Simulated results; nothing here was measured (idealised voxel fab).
Herein follows the process module entitled voxel self aligned contacts.
FYI the section here is cut, 190 nm wide, cells are 5 nm squares.
A cross-section is written here as square cells arranged in a grid, and it is given in bands from the top down, each band taking up one or more rows of cells. Band: top height; bottom height; in nm. Then, left to right: material with width in nm, for each material. "full width": a single material spanning edge to edge. "blank": empty space. Below 0: as-received wafer, all one material; heights counted from there. Lowest band: no bottom, goes on down, written "from 0 down". The notation "30..40" denotes a width that varies across the rows of cells in the band, beginning at the first number in the top row, finishing at the second number in the bottom row, and changing by an identical amount from each row to the next. You'll sometimes find "nothing changed" written for a step, and that's the way of saying that nowhere in the cross-section did a cell change during that step. Listed in "Trapped cavities": every empty space of 8 or more cells without an open way to the top. Form: width x height at distance, the distance being from the left edge, all in nm. Post-settings text on a step line: simulator's own remark regarding the step. "overlay nm" on a masked step: distance the mask lay right of its planned place, negative for left.
## The planned process steps are enumerated hereunder
| 1 | RECEIVE,material Si |
| 2 | OXIDIZE,depth nm 5 |
| 3 | DIRECTIONAL_DEP,material polySi,thk nm 25 |
| 4 | DIRECTIONAL_DEP,material SiN,thk nm 25 |
| 5 | PATTERN,tone cover,mask id GATE,material resist,width nm 25,pitch nm 60,thk nm 20,overlay nm 0 |
| 6 | DIRECTIONAL_ETCH,etch materials SiN,depth nm 25 |
| 7 | DIRECTIONAL_ETCH,etch materials polySi,depth nm 25 |
| 8 | STRIP,etch materials resist |
| 9 | CONFORMAL_DEP,material SiN,thk nm 10 |
| 10 | DIRECTIONAL_ETCH,etch materials SiN,depth nm 10 |
| 11 | FILL_DEP,material SiO2,thk nm 20 |
| 12 | CMP,height nm 60 |
| 13 | DIRECTIONAL_DEP,material aC,thk nm 10 |
| 14 | PATTERN,tone open,mask id CONTACT,material resist,width nm 45,thk nm 25,overlay nm 0 |
| 15 | DIRECTIONAL_ETCH,etch materials aC,depth nm 10 |
| 16 | STRIP,etch materials resist |
| 17 | DIRECTIONAL_ETCH,etch materials SiO2,depth nm 65 |
| 18 | STRIP,etch materials aC |
| 19 | CONFORMAL_DEP,material TiN,thk nm 5 |
| 20 | FILL_DEP,material Ru,thk nm 10 |
| 21 | CMP,height nm 60 |
| 22 | CONFORMAL_DEP,material SiCN,thk nm 5 |
## So this is the incoming wafer in cross-section - it's already been through step 1
	from 0 down  Si full width
	Trapped cavities: none
## Look at the cross-section after the module: the wafer started out the way shown above and the plan was the one shown above, yet one mistake was made along the way
	from 65 to 60  SiCN full width
	from 60 to 55  Ru full width
	from 55 to 50  Ru (35); TiN (55); Ru (5); TiN (55); Ru (40)
	from 50 to 25  Ru (35); TiN (5); SiN (45); TiN (5); Ru (5); TiN (5); SiN (45); TiN (5); Ru (40)
	from 25 to 10  Ru (35); TiN (5); SiN (10); polySi (25); SiN (10); TiN (5); Ru (5); TiN (5); SiN (10); polySi (25); SiN (10); TiN (5); Ru (40)
	from 10 to 5  TiN (40); SiN (10); polySi (25); SiN (10); TiN (15); SiN (10); polySi (25); SiN (10); TiN (45)
	from 5 to 0  SiO2 (40); SiN (10); polySi (25); SiN (10); SiO2 (15); SiN (10); polySi (25); SiN (10); SiO2 (45)
	from 0 to -5  SiO2 full width
	from -5 down  Si full width
	Trapped cavities: none
Diagnosis: step 13 ran differently from the plan; actual operation with settings: DIRECTIONAL_DEP,material SiO2,thk nm 10
